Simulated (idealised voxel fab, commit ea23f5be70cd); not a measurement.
process module | voxel spacer lines
cross-section cut | 175 nm wide | cells 5 nm
A cross-section is a grid of square cells, given in bands from the top down. A band is one or more rows of cells.
Each band's line starts with the height of the band's top and of its bottom, in nm. Then come its materials from left to right, each with its width in nm. One material with "throughout" fills the band from edge to edge. "air" is empty space.
Height 0 is the level under which the wafer as received is all one material. The lowest band goes on downwards, as in "0 down".
A width such as "30 to 40" changes by the same amount from each row of cells to the next, from the band's top row to its bottom row.
"no change" after a step means that no cell of the cross-section changed.
closed voids: empty space of 8 cells or more with no open way to the top, each as width x height at its distance from the left edge, in nm
after a step's settings: what the simulator itself notes on the step
overlay nm, on a step with a mask: how far to the right of its planned place the mask lay; to the left if negative
plan
1 op RECEIVE | material Si
2 op CONFORMAL_DEP | material Al2O3 | thk nm 5
3 op DIRECTIONAL_DEP | material SiN | thk nm 15
4 op DIRECTIONAL_DEP | material aC | thk nm 25
5 op PATTERN | tone cover | mask id MANDREL | material resist | width nm 15 | pitch nm 50 | thk nm 30 | overlay nm 0
6 op DIRECTIONAL_ETCH | etch materials aC | depth nm 25
7 op STRIP | etch materials resist
8 op CONFORMAL_DEP | material SiO2 | thk nm 10
9 op DIRECTIONAL_ETCH | etch materials SiO2 | depth nm 10
10 op STRIP | etch materials aC
11 op DIRECTIONAL_ETCH | etch materials SiN | depth nm 15
12 op STRIP | etch materials SiO2
as received, after step 1
  0 down: Si throughout
  closed voids: none
a wafer at the end: this start, this plan, one mistake
  10 to 5: air 20 | SiN 10 | air 15 | SiN 10 | air 15 | SiN 10 | air 15 | SiN 10 | air 15 | SiN 10 | air 15 | SiN 10 | air 20
  5 to 0: Al2O3 throughout
  0 down: Si throughout
  closed voids: none
what went wrong: step 3 ran as: op DIRECTIONAL_DEP | material SiN | thk nm 5
